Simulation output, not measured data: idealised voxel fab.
voxel released beams: a process module
Shown is cross-section cut, with a width of 300 nm and square cells of size 5 nm.
If you're reading a cross-section in this doc, picture square cells in a grid; it comes to you as bands, top ones listed first down to the bottom, and a band can be one or more rows of cells. Heights first: top, then bottom, in nm. Then materials, left to right, each with a width in nm. "everywhere" on a single material: fills the band edge to edge. "blank": empty space. Height reference: 0 = level under which incoming wafer is all one material. Lowest band: no bottom, runs on downward, e.g. "0 down". Graded width ("30->40"): value in top row of band = first number; value in bottom row = second number; row-to-row change constant. The designation "no change", where it is given for a processing step, indicates that no cell of the cross-section was altered in the course of that step. "Enclosed void list" enumerates empty spaces isolated from the top, with no open way to it, that contain at least 8 cells, giving each as width x height at distance from the left edge, all three in nm. Text after the settings on a step's line: the simulator's own remark on that step. The "overlay nm" setting may appear on a step's line; for a step that uses a mask, it gives how far to the right of its planned position the mask lay, and a negative value indicates the left.

PLAN
1 op RECEIVE | material Si
2 op CONFORMAL_DEP | material SiN | thk nm 5
3 op DIRECTIONAL_DEP | material SiO2 | thk nm 15
4 op DIRECTIONAL_DEP | material aC | thk nm 10
5 op PATTERN | tone open | mask id ANCHOR | material resist | width nm 30 | thk nm 30 | overlay nm -15
6 op DIRECTIONAL_ETCH | etch materials aC | depth nm 10
7 op STRIP | etch materials resist
8 op DIRECTIONAL_ETCH | etch materials SiO2 | depth nm 15
9 op STRIP | etch materials aC
10 op CONFORMAL_DEP | material polySi | thk nm 10
11 op PATTERN | tone cover | mask id BEAM | material resist | width nm 105 | thk nm 15 | overlay nm 0
12 op DIRECTIONAL_ETCH | etch materials polySi | depth nm 10
13 op STRIP | etch materials resist
14 op STRIP | etch materials SiO2
It is noted that the wafers described herein are identical at the outset and are distinguished by the overlay nm of step 5; the value stated in the plan corresponds to the first wafer.

CUT THROUGH THE FIRST OF SEVERAL WAFERS AS RECEIVED, POST STEP 1
0 down = Si everywhere
Enclosed void list: none

THE FIGURE BELOW PRESENTS A CROSS-SECTION OF THE FIRST OF SEVERAL WAFERS AT THE CONCLUSION OF THE MODULE, FOLLOWING ITS LAST STEP, STEP 14
30 to 20 = blank=105, then polySi=95, then blank=100
20 to 15 = blank=85, then polySi=10, then blank=10, then polySi=10, then blank=185
15 to 5 = blank=85, then polySi=30, then blank=185
5 to 0 = SiN everywhere
0 down = Si everywhere
Enclosed void list: none

LAST WAFER X-SEC, END OF MODULE
30 to 20 = blank=95, then polySi=30, then blank=10, then polySi=65, then blank=100
20 to 15 = blank=115, then polySi=10, then blank=10, then polySi=10, then blank=155
15 to 5 = blank=115, then polySi=30, then blank=155
5 to 0 = SiN everywhere
0 down = Si everywhere
Enclosed void list: none

WHAT FOLLOWS IS A TABLE IN WHICH EACH WAFER OCCUPIES A ROW; FOR THE WAFER AS IT STANDS AT THE CLOSE OF THE MODULE, THE ROW STATES, MATERIAL BY MATERIAL, HOW MANY CELLS HAVE BEEN GAINED (+) OR LOST (-) SINCE RECEIPT, AND THEN GIVES ITS CLOSED VOIDS
overlay nm -15 | +60 SiN | +54 polySi | Enclosed void list: none
overlay nm -10 | +60 SiN | +54 polySi | Enclosed void list: none
overlay nm -5 | +60 SiN | +54 polySi | Enclosed void list: none
overlay nm 0 | +60 SiN | +54 polySi | Enclosed void list: none
overlay nm 5 | +60 SiN | +54 polySi | Enclosed void list: none
overlay nm 10 | +60 SiN | +54 polySi | Enclosed void list: none
overlay nm 15 | +60 SiN | +54 polySi | Enclosed void list: none
